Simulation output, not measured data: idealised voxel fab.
The process module that follows is named voxel double patterning.
For reference, the cross-section in this document is cut, with width 170 nm and square cells of 5 nm.
Cross-section layout: square cells on a grid; listed as bands, top to bottom; a band spans one or more cell rows. For a band, the entry starts with two heights in nm, that of the top and then that of the bottom, and carries on with the band's materials in order from left to right, each alongside its width in nm; the word "all across" beside a single material means it fills the band edge to edge, and "blank" means empty space. Height 0 is the level under which the wafer as received is all one material. The lowest band goes on downwards, as in "0 -> down". So if you see something like "30 to 40" for the width, read it as the top row of the band sitting at the first number and the bottom row at the second, with every row in between moving by the same amount as the last. Where the words "no change occurred" appear for a step, the cross-section shows no cell changed by that step; every cell remained as before. "Closed void listing" enumerates empty spaces isolated from the top, with no open way to it, that contain at least 8 cells, giving each as width x height at distance from the left edge, all three in nm. What comes after the settings on a step's line is commentary from the simulator itself on that step. The setting "overlay nm" may be written on the line of a step. When the step uses a mask, the value reports how far to the right of the planned place the mask lay, and a negative value reports that it lay to the left.
So here's the lineup of process steps we planned:
1. RECEIVE | material Si
2. CONFORMAL_DEP | material SiN | thk nm 10
3. DIRECTIONAL_DEP | material SiO2 | thk nm 10
4. DIRECTIONAL_DEP | material SiCN | thk nm 10
5. DIRECTIONAL_DEP | material aC | thk nm 15
6. PATTERN | tone open | mask id FIRST | material resist | width nm 15 | pitch nm 50 | thk nm 35 | overlay nm 0
7. DIRECTIONAL_ETCH | etch materials aC | depth nm 15
8. STRIP | etch materials resist
9. DIRECTIONAL_ETCH | etch materials SiCN | depth nm 10
10. STRIP | etch materials aC
11. PATTERN | tone open | mask id SECOND | material resist | width nm 15 | thk nm 20 | overlay nm 0
12. DIRECTIONAL_ETCH | etch materials SiCN | depth nm 10
13. STRIP | etch materials resist
14. DIRECTIONAL_ETCH | etch materials SiO2 | depth nm 10
15. STRIP | etch materials SiCN
Cross-section of the wafer as it came to us, i.e., already through step 1:
- 0 -> down: Si all across
- Closed void listing: none
Sectioned view, first of two wafers, at the close of the module, processed as intended in the plan:
- 20 -> 10: SiO2 (50); blank (15); SiO2 (10); blank (15); SiO2 (10); blank (15); SiO2 (55)
- 10 -> 0: SiN all across
- 0 -> down: Si all across
- Closed void listing: none
This cross-section belongs to the second wafer of two at the end of the module; the start and the plan were shared with the first, and the run included one mistake:
- 20 -> 10: SiO2 (50); blank (15); SiO2 (10); blank (20); SiO2 (5); blank (15); SiO2 (55)
- 10 -> 0: SiN all across
- 0 -> down: Si all across
- Closed void listing: none
Processing error: step 11 deviated from plan and actually ran as PATTERN | tone open | mask id SECOND | material resist | width nm 20 | thk nm 20 | overlay nm 0
The second wafer ends with more or fewer cells of some materials than the first, per final count: 2 fewer of SiO2
